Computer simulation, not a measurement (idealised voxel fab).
Title: Process Module voxel plated lines
The cross-section on display is named cut; it measures 140 nm wide, and its cells are 5 nm squares.
For the purposes of this document, a cross-section shall be understood as a grid of square cells, specified as bands listed in top-to-bottom order, each band consisting of one or more rows of cells. Heads up on the band format: heights come first, top then bottom, in nm. After that it's the materials left to right, each with its width in nm. A single material flagged "throughout" fills the whole band edge to edge, and "air" means there's empty space there. Height is counted from the level 0, under which the received wafer is composed throughout of one material. The lowest of the bands is not closed at the bottom but continues downward, in the notation "0 -> down". Quick explanation for "30..40": the width changes in equal steps down the rows of cells, from the first number in the band's top row to the second number in its bottom row. It should be understood that the words "no change", when stated for a given step, signify that the cross-section underwent no change in any of its cells during that step. In "Enclosed void catalog" the enclosed voids are listed, meaning empty spaces of 8 cells or larger without any opening to the top. The form is width x height at distance, distance from the left edge, units nm. If you see something after the settings on a step's line, that's the simulator's own remark about that step. On any step carrying a mask, the "overlay nm" setting, if present on the step's line, tells how far right of its planned place the mask lay; negative values point to the left.

Steps planned for the process:
- 1: RECEIVE | material Si
- 2: CONFORMAL_DEP | material SiN | thk nm 5
- 3: DIRECTIONAL_DEP | material TiN | thk nm 5
- 4: PATTERN | tone open | mask id LINES | material resist | width nm 20 | pitch nm 45 | thk nm 20 | overlay nm 0
- 5: EPI | material Ru | thk nm 10
- 6: STRIP | etch materials resist
- 7: DIRECTIONAL_ETCH | etch materials TiN | depth nm 5
- 8: CONFORMAL_DEP | material SiCN | thk nm 10

The first of two wafers, run as planned:

Incoming wafer, cross-sectional view, post step 1:
	0 -> down = Si throughout
	Enclosed void catalog: none

Cross-section of the wafer after step 2:
	5 -> 0 = SiN throughout
	Whatever lies below 0 is exactly as it was before.

Cross-section of the wafer after step 3:
	10 -> 5 = TiN throughout
	Whatever lies below 5 is exactly as it was before.

Cross-section of the wafer after step 4:
	30 -> 10 = resist=15  air=20  resist=25  air=20  resist=25  air=20  resist=15
	Whatever lies below 10 is exactly as it was before.

Cross-section of the wafer after step 5:
	30 -> 20 = resist=15  air=20  resist=25  air=20  resist=25  air=20  resist=15
	20 -> 10 = resist=15  Ru=20  resist=25  Ru=20  resist=25  Ru=20  resist=15
	Whatever lies below 10 is exactly as it was before.

Cross-section of the wafer after step 6:
	20 -> 10 = air=15  Ru=20  air=25  Ru=20  air=25  Ru=20  air=15
	Whatever lies below 10 is exactly as it was before.

Cross-section of the wafer after step 7:
	20 -> 10 = air=15  Ru=20  air=25  Ru=20  air=25  Ru=20  air=15
	10 -> 5 = air=15  TiN=20  air=25  TiN=20  air=25  TiN=20  air=15
	Whatever lies below 5 is exactly as it was before.

Cross-section of the wafer after step 8:
	30 -> 20 = air=5  SiCN=40  air=5  SiCN=40  air=5  SiCN=40  air=5
	20 -> 15 = air=5  SiCN=10  Ru=20  SiCN=10  air=5  SiCN=10  Ru=20  SiCN=10  air=5  SiCN=10  Ru=20  SiCN=10  air=5
	15 -> 10 = SiCN=15  Ru=20  SiCN=25  Ru=20  SiCN=25  Ru=20  SiCN=15
	10 -> 5 = SiCN=15  TiN=20  SiCN=25  TiN=20  SiCN=25  TiN=20  SiCN=15
	Whatever lies below 5 is exactly as it was before.

Second wafer. Start and plan as for the first. One mistake made in running. Agrees with the first up to and including step 7:

Cross-section of the second wafer at the time step 8 of the plan should have ended: no change
What was the processing mistake? the plan's step 8 went unexecuted, having been skipped
Final tally in cells, some materials are higher or lower on the second wafer than on the first: -92 SiCN
